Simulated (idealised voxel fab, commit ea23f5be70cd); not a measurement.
voxel capacitor over wiring: a process module
The width of the displayed cross-section, cut, is 195 nm; its cells are square, with a size of 5 nm.
For the purposes of this document, a cross-section shall be understood as a grid of square cells, specified as bands listed in top-to-bottom order, each band consisting of one or more rows of cells. This entry defines a band. It first specifies the height of the band's top and the height of its bottom in nm, and then specifies the band's materials from left to right, stating each material with its width in nm. The word "full width" identifies a single material that fills the band from edge to edge, while the word "empty" identifies empty space. Beneath 0, the wafer as received is one material, and that level is where height counting begins. The lowest band goes on downward without a bottom; it is written like "0 down". You'd read "30->40" like this: the band's top row of cells is as wide as the first number, its bottom row is as wide as the second, and going down, every row changes width by the same amount as the row before did. A step reported as "no change occurred" is a step in which no cell of the cross-section changed. So "Voids lacking openings" is basically the list of trapped voids: any empty space of 8 cells or more that can't reach the top through an opening. They're written width x height at distance, the distance being from the left edge, and it's all nm. What comes after the settings on a step's line is commentary from the simulator itself on that step. overlay nm: step with mask; distance mask lay right of planned place; negative value = left of planned place.

# The steps planned for the process are as follows
step 1: RECEIVE [material Si]
step 2: CONFORMAL_DEP [material SiO2] [thk nm 10]
step 3: CONFORMAL_DEP [material SiN] [thk nm 5]
step 4: DIRECTIONAL_DEP [material lowk] [thk nm 15]
step 5: PATTERN [tone open] [mask id METAL_1] [material resist] [width nm 25] [pitch nm 95] [thk nm 20] [overlay nm 0]
step 6: DIRECTIONAL_ETCH [etch materials lowk] [depth nm 15]
step 7: DIRECTIONAL_ETCH [etch materials SiN] [depth nm 5]
step 8: STRIP [etch materials resist]
step 9: CONFORMAL_DEP [material TiN] [thk nm 5]
step 10: FILL_DEP [material Cu] [thk nm 5]
step 11: CMP [height nm 30]
step 12: CONFORMAL_DEP [material SiCN] [thk nm 5]
step 13: DIRECTIONAL_DEP [material SiO2] [thk nm 15]
step 14: MASKED_ETCH [tone open] [mask id PLUG_1] [width nm 15] [etch materials SiO2] [depth nm 15] [overlay nm 0]
step 15: MASKED_ETCH [tone open] [mask id PLUG_1] [width nm 15] [etch materials SiCN] [depth nm 5] [overlay nm 0]
step 16: CONFORMAL_DEP [material TiN] [thk nm 5]
step 17: FILL_DEP [material Cu] [thk nm 5]
step 18: CMP [height nm 50]
step 19: DIRECTIONAL_DEP [material TiN] [thk nm 10]
step 20: DIRECTIONAL_DEP [material HfO2] [thk nm 5]
step 21: DIRECTIONAL_DEP [material TiN] [thk nm 5]
step 22: DIRECTIONAL_DEP [material aC] [thk nm 15]
step 23: PATTERN [tone cover] [mask id UPPER_PLATE] [material resist] [width nm 75] [thk nm 30] [overlay nm 0]
step 24: DIRECTIONAL_ETCH [etch materials aC] [depth nm 15]
step 25: STRIP [etch materials resist]
step 26: DIRECTIONAL_ETCH [etch materials TiN] [depth nm 5]
step 27: DIRECTIONAL_ETCH [etch materials HfO2] [depth nm 5]
step 28: STRIP [etch materials aC]
step 29: PATTERN [tone cover] [mask id LOWER_PLATE] [material resist] [width nm 85] [thk nm 15] [overlay nm 0]
step 30: DIRECTIONAL_ETCH [etch materials TiN] [depth nm 10]
step 31: STRIP [etch materials resist]
step 32: FILL_DEP [material SiO2] [thk nm 15]
step 33: CMP [height nm 80]
step 34: PATTERN [tone open] [mask id PLUG_2] [material resist] [width nm 15] [thk nm 20] [overlay nm 0]
step 35: DIRECTIONAL_ETCH [etch materials SiO2] [depth nm 10]
step 36: STRIP [etch materials resist]
step 37: CONFORMAL_DEP [material TiN] [thk nm 5]
step 38: FILL_DEP [material W] [thk nm 5]
step 39: CMP [height nm 80]
step 40: CONFORMAL_DEP [material SiCN] [thk nm 5]

# As-received state of the wafer in cross-section, equivalent to post-step 1
    0 down = Si full width
    Voids lacking openings: none

# Wafer cross-section at module end: first of two, run to plan
    85 to 80 = SiCN full width
    80 to 75 = 55 nm SiO2, 5 nm TiN, 5 nm W, 5 nm TiN, 125 nm SiO2
    75 to 65 = 55->45 nm SiO2, 15->75 nm TiN, 125->75 nm SiO2
    65 to 60 = 45 nm SiO2, 75 nm HfO2, 75 nm SiO2
    60 to 50 = 40 nm SiO2, 85 nm TiN, 70 nm SiO2
    50 to 35 = 45 nm SiO2, 5 nm TiN, 5 nm Cu, 5 nm TiN, 135 nm SiO2
    35 to 30 = 45 nm SiCN, 15 nm TiN, 135 nm SiCN
    30 to 15 = 35 nm lowk, 5 nm TiN, 15 nm Cu, 5 nm TiN, 70 nm lowk, 5 nm TiN, 15 nm Cu, 5 nm TiN, 40 nm lowk
    15 to 10 = 35 nm SiN, 25 nm TiN, 70 nm SiN, 25 nm TiN, 40 nm SiN
    10 to 0 = SiO2 full width
    0 down = Si full width
    Voids lacking openings: none

# This cross-section belongs to the second wafer of two at the end of the module; the start and the plan were shared with the first, and the run included one mistake
    85 to 80 = SiCN full width
    80 to 75 = 55 nm SiO2, 5 nm TiN, 5 nm W, 5 nm TiN, 125 nm SiO2
    75 to 65 = 55->45 nm SiO2, 15->75 nm TiN, 125->75 nm SiO2
    65 to 60 = 45 nm SiO2, 75 nm HfO2, 75 nm SiO2
    60 to 50 = 45 nm SiO2, 75 nm TiN, 75 nm SiO2
    50 to 35 = 45 nm SiO2, 5 nm TiN, 5 nm Cu, 5 nm TiN, 135 nm SiO2
    35 to 30 = 45 nm SiCN, 15 nm TiN, 135 nm SiCN
    30 to 15 = 35 nm lowk, 5 nm TiN, 15 nm Cu, 5 nm TiN, 70 nm lowk, 5 nm TiN, 15 nm Cu, 5 nm TiN, 40 nm lowk
    15 to 10 = 35 nm SiN, 25 nm TiN, 70 nm SiN, 25 nm TiN, 40 nm SiN
    10 to 0 = SiO2 full width
    0 down = Si full width
    Voids lacking openings: none
Finding, execution versus plan: step 29 did not happen as planned, as run it was PATTERN [tone cover] [mask id LOWER_PLATE] [material resist] [width nm 75] [thk nm 15] [overlay nm 0]
FYI, end of process, the second wafer has more or fewer cells of some materials than the first: 4 more of SiO2 | 4 fewer of TiN
